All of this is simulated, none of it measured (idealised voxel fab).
Process module name: voxel wiring stack
Square cell edge 5 nm, section width 200 nm, ID cut.
A cross-section is a grid of square cells, given in bands from the top down. A band is one or more rows of cells.
Quick guide to a band line: top height, bottom height (nm) up front; then every material left to right with its width in nm. Only one material and it's marked "everywhere"? Then it fills the band edge to edge. And "empty" just means empty space.
We count height from 0. Below that, the starting wafer is all one material. The lowest band never ends at the bottom but goes on down; see "z 0 and below" for how that is written.
Width "30->40": first value at the band's top row of cells, second value at its bottom row, equal change from row to row.
"identical to before" -> step changed no cross-section cell.
Listed in "Closed void entries": every empty space of 8 or more cells without an open way to the top. Form: width x height at distance, the distance being from the left edge, all in nm.
Step line, after settings: the simulator's comment on this step.
"overlay nm", when on a step's line for a step with a mask, measures how far to the right of its planned place the mask lay; a negative measure means to the left.
Every pair from here on: before one process step, after it. The after cross-section reaches only to the lowest band that changed. Below the pair: the step in between and its settings. Pairs can belong to different runs of this module on the same starting wafer; a pair carries on from the pair above only if the entry headed "Pre-processing view" says so.
PRE-PROCESSING VIEW
* z 80 to 65: lowk 25 nm; TiN 5 nm; Cu 15 nm; TiN 5 nm; lowk 15 nm; TiN 5 nm; Cu 15 nm; TiN 5 nm; lowk 15 nm; TiN 5 nm; Cu 15 nm; TiN 5 nm; lowk 15 nm; TiN 5 nm; Cu 15 nm; TiN 5 nm; lowk 30 nm
* z 65 to 60: lowk 25 nm; TiN 5 nm; Cu 5 nm; TiN 15 nm; lowk 15 nm; TiN 5 nm; Cu 5 nm; TiN 15 nm; lowk 15 nm; TiN 5 nm; Cu 5 nm; TiN 15 nm; lowk 15 nm; TiN 5 nm; Cu 5 nm; TiN 15 nm; lowk 30 nm
* z 60 to 45: lowk 25 nm; TiN 5 nm; Cu 5 nm; TiN 5 nm; lowk 25 nm; TiN 5 nm; Cu 5 nm; TiN 5 nm; lowk 25 nm; TiN 5 nm; Cu 5 nm; TiN 5 nm; lowk 25 nm; TiN 5 nm; Cu 5 nm; TiN 5 nm; lowk 40 nm
* z 45 to 40: SiCN 25 nm; TiN 15 nm; SiCN 25 nm; TiN 15 nm; SiCN 25 nm; TiN 15 nm; SiCN 25 nm; TiN 15 nm; SiCN 40 nm
* z 40 to 20: lowk 25 nm; TiN 5 nm; Ru 15 nm; TiN 5 nm; lowk 15 nm; TiN 5 nm; Ru 15 nm; TiN 5 nm; lowk 15 nm; TiN 5 nm; Ru 15 nm; TiN 5 nm; lowk 15 nm; TiN 5 nm; Ru 15 nm; TiN 5 nm; lowk 30 nm
* z 20 to 15: SiCN 25 nm; TiN 25 nm; SiCN 15 nm; TiN 25 nm; SiCN 15 nm; TiN 25 nm; SiCN 15 nm; TiN 25 nm; SiCN 30 nm
* z 15 to 0: SiO2 everywhere
* z 0 and below: Si everywhere
* Closed void entries: none
STRUCTURE AFTER STEP
* z 90 to 80: lowk everywhere
* below 80: unchanged
* Closed void entries: none
Step between the cross-sections above: DIRECTIONAL_DEP with material lowk, thk nm 10
Pre-processing view: It is represented by the cross-section appearing after the step of the pair directly above.
STRUCTURE AFTER STEP
* z 95 to 90: SiCN everywhere
* below 90: unchanged
* Closed void entries: none
Step between the cross-sections above: CONFORMAL_DEP with material SiCN, thk nm 5
Pre-processing view: It is represented by the cross-section appearing after the step of the pair directly above.
STRUCTURE AFTER STEP
* z 95 to 90: SiCN 25 nm; empty 15 nm; SiCN 65 nm; empty 15 nm; SiCN 80 nm
* below 90: unchanged
* Closed void entries: none
Step between the cross-sections above: MASKED_ETCH with tone open, mask id PLUG_2, width nm 15, pitch nm 80, etch materials SiCN, depth nm 5, overlay nm 0
Pre-processing view: It is represented by the cross-section appearing after the step of the pair directly above.
STRUCTURE AFTER STEP
* z 100 to 95: TiN 30 nm; empty 5 nm; TiN 75 nm; empty 5 nm; TiN 85 nm
* z 95 to 90: SiCN 25 nm; TiN 15 nm; SiCN 65 nm; TiN 15 nm; SiCN 80 nm
* below 90: unchanged
* Closed void entries: none
Step between the cross-sections above: CONFORMAL_DEP with material TiN, thk nm 5
Pre-processing view: It is represented by the cross-section appearing after the step of the pair directly above.
STRUCTURE AFTER STEP
* z 110 to 100: W everywhere
* z 100 to 95: TiN 30 nm; W 5 nm; TiN 75 nm; W 5 nm; TiN 85 nm
* below 95: unchanged
* Closed void entries: none
Step between the cross-sections above: FILL_DEP with material W, thk nm 10
Pre-processing view: It is represented by the cross-section appearing after the step of the pair directly above.
STRUCTURE AFTER STEP
* z 95 to 90: SiCN 25 nm; TiN 15 nm; SiCN 65 nm; TiN 15 nm; SiCN 80 nm
* below 90: unchanged
* Closed void entries: none
Step between the cross-sections above: CMP with height nm 95
Pre-processing view: It is represented by the cross-section appearing after the step of the pair directly above.
STRUCTURE AFTER STEP
* z 100 to 95: TiN everywhere
* below 95: unchanged
* Closed void entries: none
Step between the cross-sections above: DIRECTIONAL_DEP with material TiN, thk nm 5
Pre-processing view: It is represented by the cross-section appearing after the step of the pair directly above.
STRUCTURE AFTER STEP
* z 125 to 100: Ru everywhere
* below 100: unchanged
* Closed void entries: none
Step between the cross-sections above: DIRECTIONAL_DEP with material Ru, thk nm 25
Pre-processing view: It is represented by the cross-section appearing after the step of the pair directly above.
STRUCTURE AFTER STEP
* z 145 to 125: empty 25 nm; resist 25 nm; empty 15 nm; resist 25 nm; empty 15 nm; resist 25 nm; empty 15 nm; resist 25 nm; empty 30 nm
* below 125: unchanged
* Closed void entries: none
Step between the cross-sections above: PATTERN with tone cover, mask id METAL_3, material resist, width nm 25, pitch nm 40, thk nm 20, overlay nm 0
Pre-processing view: It is represented by the cross-section appearing after the step of the pair directly above.
STRUCTURE AFTER STEP
* z 145 to 125: empty 25 nm; resist 25 nm; empty 15 nm; resist 25 nm; empty 15 nm; resist 25 nm; empty 15 nm; resist 25 nm; empty 30 nm
* z 125 to 100: empty 25 nm; Ru 25 nm; empty 15 nm; Ru 25 nm; empty 15 nm; Ru 25 nm; empty 15 nm; Ru 25 nm; empty 30 nm
* below 100: unchanged
* Closed void entries: none
Step between the cross-sections above: DIRECTIONAL_ETCH with etch materials Ru, depth nm 25
Pre-processing view: It is represented by the cross-section appearing after the step of the pair directly above.
STRUCTURE AFTER STEP
* z 145 to 125: empty 25 nm; resist 25 nm; empty 15 nm; resist 25 nm; empty 15 nm; resist 25 nm; empty 15 nm; resist 25 nm; empty 30 nm
* z 125 to 100: empty 25 nm; Ru 25 nm; empty 15 nm; Ru 25 nm; empty 15 nm; Ru 25 nm; empty 15 nm; Ru 25 nm; empty 30 nm
* z 100 to 95: empty 25 nm; TiN 25 nm; empty 15 nm; TiN 25 nm; empty 15 nm; TiN 25 nm; empty 15 nm; TiN 25 nm; empty 30 nm
* below 95: unchanged
* Closed void entries: none
Step between the cross-sections above: DIRECTIONAL_ETCH with etch materials TiN, depth nm 5
Pre-processing view: It is represented by the cross-section appearing after the step of the pair directly above.
STRUCTURE AFTER STEP
* z 125 to 100: empty 25 nm; Ru 25 nm; empty 15 nm; Ru 25 nm; empty 15 nm; Ru 25 nm; empty 15 nm; Ru 25 nm; empty 30 nm
* below 100: unchanged
* Closed void entries: none
Step between the cross-sections above: STRIP with etch materials resist
Pre-processing view: It is represented by the cross-section appearing after the step of the pair directly above.
STRUCTURE AFTER STEP
* z 135 to 125: lowk everywhere
* z 125 to 100: lowk 25 nm; Ru 25 nm; lowk 15 nm; Ru 25 nm; lowk 15 nm; Ru 25 nm; lowk 15 nm; Ru 25 nm; lowk 30 nm
* z 100 to 95: lowk 25 nm; TiN 25 nm; lowk 15 nm; TiN 25 nm; lowk 15 nm; TiN 25 nm; lowk 15 nm; TiN 25 nm; lowk 30 nm
* below 95: unchanged
* Closed void entries: none
Step between the cross-sections above: FILL_DEP with material lowk, thk nm 10
Pre-processing view: It is represented by the cross-section appearing after the step of the pair directly above.
STRUCTURE AFTER STEP
* z 125 to 100: lowk 25 nm; Ru 25 nm; lowk 15 nm; Ru 25 nm; lowk 15 nm; Ru 25 nm; lowk 15 nm; Ru 25 nm; lowk 30 nm
* below 100: unchanged
* Closed void entries: none
Step between the cross-sections above: CMP with height nm 125
Pre-processing view: It is represented by the cross-section appearing after the step of the pair directly above.
STRUCTURE AFTER STEP
* z 130 to 125: SiCN everywhere
* below 125: unchanged
* Closed void entries: none
Step between the cross-sections above: CONFORMAL_DEP with material SiCN, thk nm 5
PRE-PROCESSING VIEW
* z 90 to 80: aC 25 nm; empty 25 nm; aC 15 nm; empty 25 nm; aC 15 nm; empty 25 nm; aC 15 nm; empty 25 nm; aC 30 nm
* z 80 to 45: lowk 25 nm; empty 15 nm; lowk 25 nm; empty 15 nm; lowk 25 nm; empty 15 nm; lowk 25 nm; empty 15 nm; lowk 40 nm
* z 45 to 40: SiCN everywhere
* z 40 to 20: lowk 25 nm; TiN 5 nm; Ru 15 nm; TiN 5 nm; lowk 15 nm; TiN 5 nm; Ru 15 nm; TiN 5 nm; lowk 15 nm; TiN 5 nm; Ru 15 nm; TiN 5 nm; lowk 15 nm; TiN 5 nm; Ru 15 nm; TiN 5 nm; lowk 30 nm
* z 20 to 15: SiCN 25 nm; TiN 25 nm; SiCN 15 nm; TiN 25 nm; SiCN 15 nm; TiN 25 nm; SiCN 15 nm; TiN 25 nm; SiCN 30 nm
* z 15 to 0: SiO2 everywhere
* z 0 and below: Si everywhere
* Closed void entries: none
STRUCTURE AFTER STEP
* z 90 to 80: aC 25 nm; empty 25 nm; aC 15 nm; empty 25 nm; aC 15 nm; empty 25 nm; aC 15 nm; empty 25 nm; aC 30 nm
* z 80 to 55: lowk 25 nm; empty 25 nm; lowk 15 nm; empty 25 nm; lowk 15 nm; empty 25 nm; lowk 15 nm; empty 25 nm; lowk 30 nm
* below 55: unchanged
* Closed void entries: none
Step between the cross-sections above: DIRECTIONAL_ETCH with etch materials lowk, depth nm 25
Pre-processing view: It is represented by the cross-section appearing after the step of the pair directly above.
STRUCTURE AFTER STEP
* z 90 to 80: aC 25 nm; empty 25 nm; aC 15 nm; empty 25 nm; aC 15 nm; empty 25 nm; aC 15 nm; empty 25 nm; aC 30 nm
* z 80 to 55: lowk 25 nm; empty 25 nm; lowk 15 nm; empty 25 nm; lowk 15 nm; empty 25 nm; lowk 15 nm; empty 25 nm; lowk 30 nm
* z 55 to 45: lowk 25 nm; empty 15 nm; lowk 25 nm; empty 15 nm; lowk 25 nm; empty 15 nm; lowk 25 nm; empty 15 nm; lowk 40 nm
* z 45 to 40: SiCN 25 nm; empty 15 nm; SiCN 25 nm; empty 15 nm; SiCN 25 nm; empty 15 nm; SiCN 25 nm; empty 15 nm; SiCN 40 nm
* below 40: unchanged
* Closed void entries: none
Step between the cross-sections above: DIRECTIONAL_ETCH with etch materials SiCN, depth nm 5
Pre-processing view: It is represented by the cross-section appearing after the step of the pair directly above.
STRUCTURE AFTER STEP
* z 80 to 55: lowk 25 nm; empty 25 nm; lowk 15 nm; empty 25 nm; lowk 15 nm; empty 25 nm; lowk 15 nm; empty 25 nm; lowk 30 nm
* below 55: unchanged
* Closed void entries: none
Step between the cross-sections above: STRIP with etch materials aC
Pre-processing view: It is represented by the cross-section appearing after the step of the pair directly above.
STRUCTURE AFTER STEP
* z 85 to 80: TiN 30 nm; empty 15 nm; TiN 25 nm; empty 15 nm; TiN 25 nm; empty 15 nm; TiN 25 nm; empty 15 nm; TiN 35 nm
* z 80 to 60: lowk 25 nm; TiN 5 nm; empty 15 nm; TiN 5 nm; lowk 15 nm; TiN 5 nm; empty 15 nm; TiN 5 nm; lowk 15 nm; TiN 5 nm; empty 15 nm; TiN 5 nm; lowk 15 nm; TiN 5 nm; empty 15 nm; TiN 5 nm; lowk 30 nm
* z 60 to 55: lowk 25 nm; TiN 5 nm; empty 5 nm; TiN 15 nm; lowk 15 nm; TiN 5 nm; empty 5 nm; TiN 15 nm; lowk 15 nm; TiN 5 nm; empty 5 nm; TiN 15 nm; lowk 15 nm; TiN 5 nm; empty 5 nm; TiN 15 nm; lowk 30 nm
* z 55 to 45: lowk 25 nm; TiN 5 nm; empty 5 nm; TiN 5 nm; lowk 25 nm; TiN 5 nm; empty 5 nm; TiN 5 nm; lowk 25 nm; TiN 5 nm; empty 5 nm; TiN 5 nm; lowk 25 nm; TiN 5 nm; empty 5 nm; TiN 5 nm; lowk 40 nm
* z 45 to 40: SiCN 25 nm; TiN 15 nm; SiCN 25 nm; TiN 15 nm; SiCN 25 nm; TiN 15 nm; SiCN 25 nm; TiN 15 nm; SiCN 40 nm
* below 40: unchanged
* Closed void entries: none
Step between the cross-sections above: CONFORMAL_DEP with material TiN, thk nm 5
Pre-processing view: It is represented by the cross-section appearing after the step of the pair directly above.
STRUCTURE AFTER STEP
* z 90 to 85: Cu everywhere
* z 85 to 80: TiN 30 nm; Cu 15 nm; TiN 25 nm; Cu 15 nm; TiN 25 nm; Cu 15 nm; TiN 25 nm; Cu 15 nm; TiN 35 nm
* z 80 to 60: lowk 25 nm; TiN 5 nm; Cu 15 nm; TiN 5 nm; lowk 15 nm; TiN 5 nm; Cu 15 nm; TiN 5 nm; lowk 15 nm; TiN 5 nm; Cu 15 nm; TiN 5 nm; lowk 15 nm; TiN 5 nm; Cu 15 nm; TiN 5 nm; lowk 30 nm
* z 60 to 55: lowk 25 nm; TiN 5 nm; Cu 5 nm; TiN 15 nm; lowk 15 nm; TiN 5 nm; Cu 5 nm; TiN 15 nm; lowk 15 nm; TiN 5 nm; Cu 5 nm; TiN 15 nm; lowk 15 nm; TiN 5 nm; Cu 5 nm; TiN 15 nm; lowk 30 nm
* z 55 to 45: lowk 25 nm; TiN 5 nm; Cu 5 nm; TiN 5 nm; lowk 25 nm; TiN 5 nm; Cu 5 nm; TiN 5 nm; lowk 25 nm; TiN 5 nm; Cu 5 nm; TiN 5 nm; lowk 25 nm; TiN 5 nm; Cu 5 nm; TiN 5 nm; lowk 40 nm
* below 45: unchanged
* Closed void entries: none
Step between the cross-sections above: FILL_DEP with material Cu, thk nm 5
Pre-processing view: It is represented by the cross-section appearing after the step of the pair directly above.
STRUCTURE AFTER STEP
* z 80 to 60: lowk 25 nm; TiN 5 nm; Cu 15 nm; TiN 5 nm; lowk 15 nm; TiN 5 nm; Cu 15 nm; TiN 5 nm; lowk 15 nm; TiN 5 nm; Cu 15 nm; TiN 5 nm; lowk 15 nm; TiN 5 nm; Cu 15 nm; TiN 5 nm; lowk 30 nm
* below 60: unchanged
* Closed void entries: none
Step between the cross-sections above: CMP with height nm 80
Pre-processing view: It is represented by the cross-section appearing after the step of the pair directly above.
STRUCTURE AFTER STEP
* z 85 to 80: SiCN everywhere
* below 80: unchanged
* Closed void entries: none
Step between the cross-sections above: CONFORMAL_DEP with material SiCN, thk nm 5
Pre-processing view: It is represented by the cross-section appearing after the step of the pair directly above.
STRUCTURE AFTER STEP
* z 95 to 85: lowk everywhere
* below 85: unchanged
* Closed void entries: none
Step between the cross-sections above: DIRECTIONAL_DEP with material lowk, thk nm 10
Pre-processing view: It is represented by the cross-section appearing after the step of the pair directly above.
STRUCTURE AFTER STEP
* z 95 to 85: lowk 25 nm; empty 15 nm; lowk 65 nm; empty 15 nm; lowk 80 nm
* below 85: unchanged
* Closed void entries: none
Step between the cross-sections above: MASKED_ETCH with tone open, mask id PLUG_2, width nm 15, pitch nm 80, etch materials lowk, depth nm 10, overlay nm 0
Pre-processing view: It is represented by the cross-section appearing after the step of the pair directly above.
STRUCTURE AFTER STEP
* z 95 to 85: lowk 25 nm; empty 15 nm; lowk 65 nm; empty 15 nm; lowk 80 nm
* z 85 to 80: SiCN 25 nm; empty 15 nm; SiCN 65 nm; empty 15 nm; SiCN 80 nm
* below 80: unchanged
* Closed void entries: none
Step between the cross-sections above: MASKED_ETCH with tone open, mask id PLUG_2, width nm 15, pitch nm 80, etch materials SiCN, depth nm 5, overlay nm 0
Pre-processing view: It is represented by the cross-section appearing after the step of the pair directly above.
STRUCTURE AFTER STEP
* z 100 to 95: TiN 30 nm; empty 5 nm; TiN 75 nm; empty 5 nm; TiN 85 nm
* z 95 to 85: lowk 25 nm; TiN 5 nm; empty 5 nm; TiN 5 nm; lowk 65 nm; TiN 5 nm; empty 5 nm; TiN 5 nm; lowk 80 nm
* z 85 to 80: SiCN 25 nm; TiN 15 nm; SiCN 65 nm; TiN 15 nm; SiCN 80 nm
* below 80: unchanged
* Closed void entries: none
Step between the cross-sections above: CONFORMAL_DEP with material TiN, thk nm 5
Pre-processing view: It is represented by the cross-section appearing after the step of the pair directly above.
STRUCTURE AFTER STEP
* z 110 to 100: W everywhere
* z 100 to 95: TiN 30 nm; W 5 nm; TiN 75 nm; W 5 nm; TiN 85 nm
* z 95 to 85: lowk 25 nm; TiN 5 nm; W 5 nm; TiN 5 nm; lowk 65 nm; TiN 5 nm; W 5 nm; TiN 5 nm; lowk 80 nm
* below 85: unchanged
* Closed void entries: none
Step between the cross-sections above: FILL_DEP with material W, thk nm 10
Pre-processing view: It is represented by the cross-section appearing after the step of the pair directly above.
STRUCTURE AFTER STEP
* z 95 to 85: lowk 25 nm; TiN 5 nm; W 5 nm; TiN 5 nm; lowk 65 nm; TiN 5 nm; W 5 nm; TiN 5 nm; lowk 80 nm
* below 85: unchanged
* Closed void entries: none
Step between the cross-sections above: CMP with height nm 95
Pre-processing view: It is represented by the cross-section appearing after the step of the pair directly above.
STRUCTURE AFTER STEP
* z 100 to 95: TiN everywhere
* below 95: unchanged
* Closed void entries: none
Step between the cross-sections above: DIRECTIONAL_DEP with material TiN, thk nm 5
Pre-processing view: It is represented by the cross-section appearing after the step of the pair directly above.
STRUCTURE AFTER STEP
* z 125 to 100: Ru everywhere
* below 100: unchanged
* Closed void entries: none
Step between the cross-sections above: DIRECTIONAL_DEP with material Ru, thk nm 25
Pre-processing view: It is represented by the cross-section appearing after the step of the pair directly above.
STRUCTURE AFTER STEP
* z 145 to 125: empty 25 nm; resist 25 nm; empty 15 nm; resist 25 nm; empty 15 nm; resist 25 nm; empty 15 nm; resist 25 nm; empty 30 nm
* below 125: unchanged
* Closed void entries: none
Step between the cross-sections above: PATTERN with tone cover, mask id METAL_3, material resist, width nm 25, pitch nm 40, thk nm 20, overlay nm 0
Pre-processing view: It is represented by the cross-section appearing after the step of the pair directly above.
STRUCTURE AFTER STEP
* z 145 to 125: empty 25 nm; resist 25 nm; empty 15 nm; resist 25 nm; empty 15 nm; resist 25 nm; empty 15 nm; resist 25 nm; empty 30 nm
* z 125 to 100: empty 25 nm; Ru 25 nm; empty 15 nm; Ru 25 nm; empty 15 nm; Ru 25 nm; empty 15 nm; Ru 25 nm; empty 30 nm
* below 100: unchanged
* Closed void entries: none
Step between the cross-sections above: DIRECTIONAL_ETCH with etch materials Ru, depth nm 25
Pre-processing view: It is represented by the cross-section appearing after the step of the pair directly above.
STRUCTURE AFTER STEP
* z 145 to 125: empty 25 nm; resist 25 nm; empty 15 nm; resist 25 nm; empty 15 nm; resist 25 nm; empty 15 nm; resist 25 nm; empty 30 nm
* z 125 to 100: empty 25 nm; Ru 25 nm; empty 15 nm; Ru 25 nm; empty 15 nm; Ru 25 nm; empty 15 nm; Ru 25 nm; empty 30 nm
* z 100 to 95: empty 25 nm; TiN 25 nm; empty 15 nm; TiN 25 nm; empty 15 nm; TiN 25 nm; empty 15 nm; TiN 25 nm; empty 30 nm
* below 95: unchanged
* Closed void entries: none
Step between the cross-sections above: DIRECTIONAL_ETCH with etch materials TiN, depth nm 5
Pre-processing view: It is represented by the cross-section appearing after the step of the pair directly above.
STRUCTURE AFTER STEP
* z 125 to 100: empty 25 nm; Ru 25 nm; empty 15 nm; Ru 25 nm; empty 15 nm; Ru 25 nm; empty 15 nm; Ru 25 nm; empty 30 nm
* below 100: unchanged
* Closed void entries: none
Step between the cross-sections above: STRIP with etch materials resist
Pre-processing view: It is represented by the cross-section appearing after the step of the pair directly above.
STRUCTURE AFTER STEP
* z 135 to 125: lowk everywhere
* z 125 to 100: lowk 25 nm; Ru 25 nm; lowk 15 nm; Ru 25 nm; lowk 15 nm; Ru 25 nm; lowk 15 nm; Ru 25 nm; lowk 30 nm
* z 100 to 95: lowk 25 nm; TiN 25 nm; lowk 15 nm; TiN 25 nm; lowk 15 nm; TiN 25 nm; lowk 15 nm; TiN 25 nm; lowk 30 nm
* below 95: unchanged
* Closed void entries: none
Step between the cross-sections above: FILL_DEP with material lowk, thk nm 10
Pre-processing view: It is represented by the cross-section appearing after the step of the pair directly above.
STRUCTURE AFTER STEP
* z 125 to 100: lowk 25 nm; Ru 25 nm; lowk 15 nm; Ru 25 nm; lowk 15 nm; Ru 25 nm; lowk 15 nm; Ru 25 nm; lowk 30 nm
* below 100: unchanged
* Closed void entries: none
Step between the cross-sections above: CMP with height nm 125
Pre-processing view: It is represented by the cross-section appearing after the step of the pair directly above.
STRUCTURE AFTER STEP
* z 130 to 125: SiCN everywhere
* below 125: unchanged
* Closed void entries: none
Step between the cross-sections above: CONFORMAL_DEP with material SiCN, thk nm 5
PRE-PROCESSING VIEW
* z 95 to 85: lowk everywhere
* z 85 to 80: SiCN everywhere
* z 80 to 65: lowk 25 nm; TiN 5 nm; Cu 15 nm; TiN 5 nm; lowk 15 nm; TiN 5 nm; Cu 15 nm; TiN 5 nm; lowk 15 nm; TiN 5 nm; Cu 15 nm; TiN 5 nm; lowk 15 nm; TiN 5 nm; Cu 15 nm; TiN 5 nm; lowk 30 nm
* z 65 to 60: lowk 25 nm; TiN 5 nm; Cu 5 nm; TiN 15 nm; lowk 15 nm; TiN 5 nm; Cu 5 nm; TiN 15 nm; lowk 15 nm; TiN 5 nm; Cu 5 nm; TiN 15 nm; lowk 15 nm; TiN 5 nm; Cu 5 nm; TiN 15 nm; lowk 30 nm
* z 60 to 45: lowk 25 nm; TiN 5 nm; Cu 5 nm; TiN 5 nm; lowk 25 nm; TiN 5 nm; Cu 5 nm; TiN 5 nm; lowk 25 nm; TiN 5 nm; Cu 5 nm; TiN 5 nm; lowk 25 nm; TiN 5 nm; Cu 5 nm; TiN 5 nm; lowk 40 nm
* z 45 to 40: SiCN 25 nm; TiN 15 nm; SiCN 25 nm; TiN 15 nm; SiCN 25 nm; TiN 15 nm; SiCN 25 nm; TiN 15 nm; SiCN 40 nm
* z 40 to 20: lowk 25 nm; TiN 5 nm; Ru 15 nm; TiN 5 nm; lowk 15 nm; TiN 5 nm; Ru 15 nm; TiN 5 nm; lowk 15 nm; TiN 5 nm; Ru 15 nm; TiN 5 nm; lowk 15 nm; TiN 5 nm; Ru 15 nm; TiN 5 nm; lowk 30 nm
* z 20 to 15: SiCN 25 nm; TiN 25 nm; SiCN 15 nm; TiN 25 nm; SiCN 15 nm; TiN 25 nm; SiCN 15 nm; TiN 25 nm; SiCN 30 nm
* z 15 to 0: SiO2 everywhere
* z 0 and below: Si everywhere
* Closed void entries: none
STRUCTURE AFTER STEP
* z 95 to 85: lowk 20 nm; empty 25 nm; lowk 55 nm; empty 25 nm; lowk 75 nm
* below 85: unchanged
* Closed void entries: none
Step between the cross-sections above: MASKED_ETCH with tone open, mask id PLUG_2, width nm 25, pitch nm 80, etch materials lowk, depth nm 10, overlay nm 0
Pre-processing view: It is represented by the cross-section appearing after the step of the pair directly above.
STRUCTURE AFTER STEP
* z 95 to 85: lowk 20 nm; empty 25 nm; lowk 55 nm; empty 25 nm; lowk 75 nm
* z 85 to 80: SiCN 25 nm; empty 15 nm; SiCN 65 nm; empty 15 nm; SiCN 80 nm
* below 80: unchanged
* Closed void entries: none
Step between the cross-sections above: MASKED_ETCH with tone open, mask id PLUG_2, width nm 15, pitch nm 80, etch materials SiCN, depth nm 5, overlay nm 0
Pre-processing view: It is represented by the cross-section appearing after the step of the pair directly above.
STRUCTURE AFTER STEP
* z 100 to 95: TiN 25 nm; empty 15 nm; TiN 65 nm; empty 15 nm; TiN 80 nm
* z 95 to 85: lowk 20 nm; TiN 5->10 nm; empty 15->5 nm; TiN 5->10 nm; lowk 55 nm; TiN 5->10 nm; empty 15->5 nm; TiN 5->10 nm; lowk 75 nm
* z 85 to 80: SiCN 25 nm; TiN 15 nm; SiCN 65 nm; TiN 15 nm; SiCN 80 nm
* below 80: unchanged
* Closed void entries: none
Step between the cross-sections above: CONFORMAL_DEP with material TiN, thk nm 5
Pre-processing view: It is represented by the cross-section appearing after the step of the pair directly above.
STRUCTURE AFTER STEP
* z 110 to 100: W everywhere
* z 100 to 95: TiN 25 nm; W 15 nm; TiN 65 nm; W 15 nm; TiN 80 nm
* z 95 to 85: lowk 20 nm; TiN 5->10 nm; W 15->5 nm; TiN 5->10 nm; lowk 55 nm; TiN 5->10 nm; W 15->5 nm; TiN 5->10 nm; lowk 75 nm
* below 85: unchanged
* Closed void entries: none
Step between the cross-sections above: FILL_DEP with material W, thk nm 10
Pre-processing view: It is represented by the cross-section appearing after the step of the pair directly above.
STRUCTURE AFTER STEP
* z 95 to 85: lowk 20 nm; TiN 5->10 nm; W 15->5 nm; TiN 5->10 nm; lowk 55 nm; TiN 5->10 nm; W 15->5 nm; TiN 5->10 nm; lowk 75 nm
* below 85: unchanged
* Closed void entries: none
Step between the cross-sections above: CMP with height nm 95
Pre-processing view: It is represented by the cross-section appearing after the step of the pair directly above.
STRUCTURE AFTER STEP
* z 100 to 95: TiN everywhere
* below 95: unchanged
* Closed void entries: none
Step between the cross-sections above: DIRECTIONAL_DEP with material TiN, thk nm 5
Pre-processing view: It is represented by the cross-section appearing after the step of the pair directly above.
STRUCTURE AFTER STEP
* z 125 to 100: Ru everywhere
* below 100: unchanged
* Closed void entries: none
Step between the cross-sections above: DIRECTIONAL_DEP with material Ru, thk nm 25
Pre-processing view: It is represented by the cross-section appearing after the step of the pair directly above.
STRUCTURE AFTER STEP
* z 145 to 125: empty 25 nm; resist 25 nm; empty 15 nm; resist 25 nm; empty 15 nm; resist 25 nm; empty 15 nm; resist 25 nm; empty 30 nm
* below 125: unchanged
* Closed void entries: none
Step between the cross-sections above: PATTERN with tone cover, mask id METAL_3, material resist, width nm 25, pitch nm 40, thk nm 20, overlay nm 0
Pre-processing view: It is represented by the cross-section appearing after the step of the pair directly above.
STRUCTURE AFTER STEP
* z 145 to 125: empty 25 nm; resist 25 nm; empty 15 nm; resist 25 nm; empty 15 nm; resist 25 nm; empty 15 nm; resist 25 nm; empty 30 nm
* z 125 to 100: empty 25 nm; Ru 25 nm; empty 15 nm; Ru 25 nm; empty 15 nm; Ru 25 nm; empty 15 nm; Ru 25 nm; empty 30 nm
* below 100: unchanged
* Closed void entries: none
Step between the cross-sections above: DIRECTIONAL_ETCH with etch materials Ru, depth nm 25
Pre-processing view: It is represented by the cross-section appearing after the step of the pair directly above.
STRUCTURE AFTER STEP
* z 145 to 125: empty 25 nm; resist 25 nm; empty 15 nm; resist 25 nm; empty 15 nm; resist 25 nm; empty 15 nm; resist 25 nm; empty 30 nm
* z 125 to 100: empty 25 nm; Ru 25 nm; empty 15 nm; Ru 25 nm; empty 15 nm; Ru 25 nm; empty 15 nm; Ru 25 nm; empty 30 nm
* z 100 to 95: empty 25 nm; TiN 25 nm; empty 15 nm; TiN 25 nm; empty 15 nm; TiN 25 nm; empty 15 nm; TiN 25 nm; empty 30 nm
* below 95: unchanged
* Closed void entries: none
Step between the cross-sections above: DIRECTIONAL_ETCH with etch materials TiN, depth nm 5
Pre-processing view: It is represented by the cross-section appearing after the step of the pair directly above.
STRUCTURE AFTER STEP
* z 125 to 100: empty 25 nm; Ru 25 nm; empty 15 nm; Ru 25 nm; empty 15 nm; Ru 25 nm; empty 15 nm; Ru 25 nm; empty 30 nm
* below 100: unchanged
* Closed void entries: none
Step between the cross-sections above: STRIP with etch materials resist
Pre-processing view: It is represented by the cross-section appearing after the step of the pair directly above.
STRUCTURE AFTER STEP
* z 135 to 125: lowk everywhere
* z 125 to 100: lowk 25 nm; Ru 25 nm; lowk 15 nm; Ru 25 nm; lowk 15 nm; Ru 25 nm; lowk 15 nm; Ru 25 nm; lowk 30 nm
* z 100 to 95: lowk 25 nm; TiN 25 nm; lowk 15 nm; TiN 25 nm; lowk 15 nm; TiN 25 nm; lowk 15 nm; TiN 25 nm; lowk 30 nm
* below 95: unchanged
* Closed void entries: none
Step between the cross-sections above: FILL_DEP with material lowk, thk nm 10
Pre-processing view: It is represented by the cross-section appearing after the step of the pair directly above.
STRUCTURE AFTER STEP
* z 125 to 100: lowk 25 nm; Ru 25 nm; lowk 15 nm; Ru 25 nm; lowk 15 nm; Ru 25 nm; lowk 15 nm; Ru 25 nm; lowk 30 nm
* below 100: unchanged
* Closed void entries: none
Step between the cross-sections above: CMP with height nm 125
Pre-processing view: It is represented by the cross-section appearing after the step of the pair directly above.
STRUCTURE AFTER STEP
* z 130 to 125: SiCN everywhere
* below 125: unchanged
* Closed void entries: none
Step between the cross-sections above: CONFORMAL_DEP with material SiCN, thk nm 5
